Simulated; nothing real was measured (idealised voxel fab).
process module | voxel capacitor over wiring
cross-section cut | 160 nm wide | cells 5 nm
A cross-section is a grid of square cells, given in bands from the top down. A band is one or more rows of cells.
Each band's line starts with the height of the band's top and of its bottom, in nm. Then come its materials from left to right, each with its width in nm. One material with "throughout" fills the band from edge to edge. "air" is empty space.
Height 0 is the level under which the wafer as received is all one material. The lowest band goes on downwards, as in "0 down".
A width such as "30 to 40" changes by the same amount from each row of cells to the next, from the band's top row to its bottom row.
"no change" after a step means that no cell of the cross-section changed.
closed voids: empty space of 8 cells or more with no open way to the top, each as width x height at its distance from the left edge, in nm
after a step's settings: what the simulator itself notes on the step
overlay nm, on a step with a mask: how far to the right of its planned place the mask lay; to the left if negative
plan
1 op RECEIVE | material Si
2 op CONFORMAL_DEP | material SiO2 | thk nm 15
3 op CONFORMAL_DEP | material SiCN | thk nm 5
4 op DIRECTIONAL_DEP | material SiO2 | thk nm 20
5 op DIRECTIONAL_DEP | material aC | thk nm 15
6 op PATTERN | tone open | mask id METAL_1 | material resist | width nm 20 | pitch nm 70 | thk nm 35 | overlay nm 0
7 op DIRECTIONAL_ETCH | etch materials aC | depth nm 15
8 op STRIP | etch materials resist
9 op DIRECTIONAL_ETCH | etch materials SiO2 | depth nm 20
10 op DIRECTIONAL_ETCH | etch materials SiCN | depth nm 5
11 op STRIP | etch materials aC
12 op CONFORMAL_DEP | material TiN | thk nm 5
13 op FILL_DEP | material Cu | thk nm 5
14 op CMP | height nm 40
15 op EPI | material Ru | thk nm 5
16 op FILL_DEP | material SiCN | thk nm 5
17 op DIRECTIONAL_DEP | material lowk | thk nm 10
18 op PATTERN | tone open | mask id PLUG_1 | material resist | width nm 15 | thk nm 20 | overlay nm 0
19 op DIRECTIONAL_ETCH | etch materials lowk | depth nm 10
20 op DIRECTIONAL_ETCH | etch materials SiCN | depth nm 5
21 op STRIP | etch materials resist
22 op CONFORMAL_DEP | material TiN | thk nm 5
23 op FILL_DEP | material W | thk nm 5
24 op CMP | height nm 60
25 op DIRECTIONAL_DEP | material TiN | thk nm 5
26 op DIRECTIONAL_DEP | material SiN | thk nm 5
27 op DIRECTIONAL_DEP | material TiN | thk nm 10
28 op DIRECTIONAL_DEP | material aC | thk nm 15
29 op PATTERN | tone cover | mask id UPPER_PLATE | material resist | width nm 55 | thk nm 35 | overlay nm 0
30 op DIRECTIONAL_ETCH | etch materials aC | depth nm 15
31 op STRIP | etch materials resist
32 op DIRECTIONAL_ETCH | etch materials TiN | depth nm 10
33 op DIRECTIONAL_ETCH | etch materials SiN | depth nm 5
34 op STRIP | etch materials aC
35 op PATTERN | tone cover | mask id LOWER_PLATE | material resist | width nm 65 | thk nm 20 | overlay nm 0
36 op DIRECTIONAL_ETCH | etch materials TiN | depth nm 5
37 op STRIP | etch materials resist
38 op FILL_DEP | material SiO2 | thk nm 15
39 op CMP | height nm 90
40 op MASKED_ETCH | tone open | mask id PLUG_2 | width nm 15 | etch materials SiO2 | depth nm 10 | overlay nm 0
41 op CONFORMAL_DEP | material TiN | thk nm 5
42 op FILL_DEP | material Cu | thk nm 10
43 op CMP | height nm 90
44 op CONFORMAL_DEP | material SiN | thk nm 5
as received, after step 1
  0 down: Si throughout
  closed voids: none
first wafer at the end, as planned
  95 to 90: SiN throughout
  90 to 85: SiO2 50 | TiN 5 | Cu 5 | TiN 5 | SiO2 95
  85 to 80: SiO2 50 | TiN 15 | SiO2 95
  80 to 70: SiO2 40 | TiN 55 | SiO2 65
  70 to 65: SiO2 40 | SiN 55 | SiO2 65
  65 to 60: SiO2 35 | TiN 65 | SiO2 60
  60 to 50: lowk 40 | TiN 5 | W 5 | TiN 5 | lowk 105
  50 to 45: SiCN 40 | TiN 15 | SiCN 105
  45 to 40: SiCN 30 | Ru 30 | SiCN 40 | Ru 30 | SiCN 30
  40 to 20: SiO2 35 | TiN 5 | Cu 10 | TiN 5 | SiO2 50 | TiN 5 | Cu 10 | TiN 5 | SiO2 35
  20 to 15: SiCN 35 | TiN 20 | SiCN 50 | TiN 20 | SiCN 35
  15 to 0: SiO2 throughout
  0 down: Si throughout
  closed voids: none
second wafer at the end: like start, like plan, one mistake
  95 to 90: SiN throughout
  90 to 85: SiO2 50 | TiN 5 | Cu 5 | TiN 5 | SiO2 95
  85 to 80: SiO2 50 | TiN 15 | SiO2 95
  80 to 70: SiO2 40 | TiN 55 | SiO2 65
  70 to 65: SiO2 40 | SiN 55 | SiO2 65
  65 to 60: SiO2 35 | TiN 65 | SiO2 60
  60 to 50: lowk 40 | TiN 5 | W 5 | TiN 5 | lowk 105
  50 to 45: SiCN 40 | TiN 15 | SiCN 105
  45 to 40: SiCN 35 | Ru 25 | SiCN 45 | Ru 25 | SiCN 30
  40 to 20: SiO2 40 | TiN 5 | Cu 5 | TiN 5 | SiO2 55 | TiN 5 | Cu 5 | TiN 5 | SiO2 35
  20 to 15: SiCN 40 | TiN 15 | SiCN 55 | TiN 15 | SiCN 35
  15 to 0: SiO2 throughout
  0 down: Si throughout
  closed voids: none
what went wrong: step 6 ran as: op PATTERN | tone open | mask id METAL_1 | material resist | width nm 15 | pitch nm 70 | thk nm 35 | overlay nm 0
at the end the second wafer has, in cells: 8 fewer of Cu | 2 fewer of Ru | 4 more of SiCN | 8 more of SiO2 | 2 fewer of TiN
